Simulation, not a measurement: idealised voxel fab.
Name of the process module below: voxel lift off
Each square cell in cross-section cut measures 5 nm, and the section as a whole is 295 nm wide.
Cross-section layout: square cells on a grid; listed as bands, top to bottom; a band spans one or more cell rows. Band: top height; bottom height; in nm. Then, left to right: material with width in nm, for each material. "edge to edge": a single material spanning edge to edge. "empty": empty space. Heights are measured from 0, the level below which the as-received wafer is all one material; the lowest band has no bottom and continues downward, written as in "0 down". The expression "30->40" gives the width at the extremes of the band, the first number at its top row of cells and the second at its bottom row, with the width changing by equal amounts from each row to the next in between. Key: "remained the same" - step with no changed cell in the cross-section. The entry "closed voids" lists the empty spaces that cover at least 8 cells and have no open path to the top. Each is written as width x height at distance, where the distance is measured from the left edge and all three values are in nm. after a step's settings: what the simulator itself notes on the step. overlay nm: step with mask; distance mask lay right of planned place; negative value = left of planned place.

### These are the steps we planned for the process
1: RECEIVE (material Si)
2: CONFORMAL_DEP (material SiN; thk nm 5)
3: PATTERN (tone open; mask id LINES; material resist; width nm 25; pitch nm 55; thk nm 30; overlay nm 0)
4: DIRECTIONAL_DEP (material Ru; thk nm 15)
5: STRIP (etch materials resist)
6: CONFORMAL_DEP (material SiN; thk nm 10)

### Cross-section of the wafer upon arrival, representing the state reached after step 1
  0 down: Si edge to edge
  closed voids: none

### Final wafer profile in cross-section after the module, from the same start and plan as above, with one mistake made during processing
  30 to 20: SiN 60 nm, empty 5 nm, SiN 50 nm, empty 5 nm, SiN 50 nm, empty 5 nm, SiN 50 nm, empty 5 nm, SiN 65 nm
  20 to 15: Ru 50 nm, SiN 10 nm, empty 5 nm, SiN 10 nm, Ru 30 nm, SiN 10 nm, empty 5 nm, SiN 10 nm, Ru 30 nm, SiN 10 nm, empty 5 nm, SiN 10 nm, Ru 30 nm, SiN 10 nm, empty 5 nm, SiN 10 nm, Ru 55 nm
  15 to 5: Ru 50 nm, SiN 25 nm, Ru 30 nm, SiN 25 nm, Ru 30 nm, SiN 25 nm, Ru 30 nm, SiN 25 nm, Ru 55 nm
  5 to 0: SiN edge to edge
  0 down: Si edge to edge
  closed voids: none
Error vs. plan: step 3 did not happen as planned, as run it was PATTERN (tone cover; mask id LINES; material resist; width nm 25; pitch nm 55; thk nm 30; overlay nm 0)
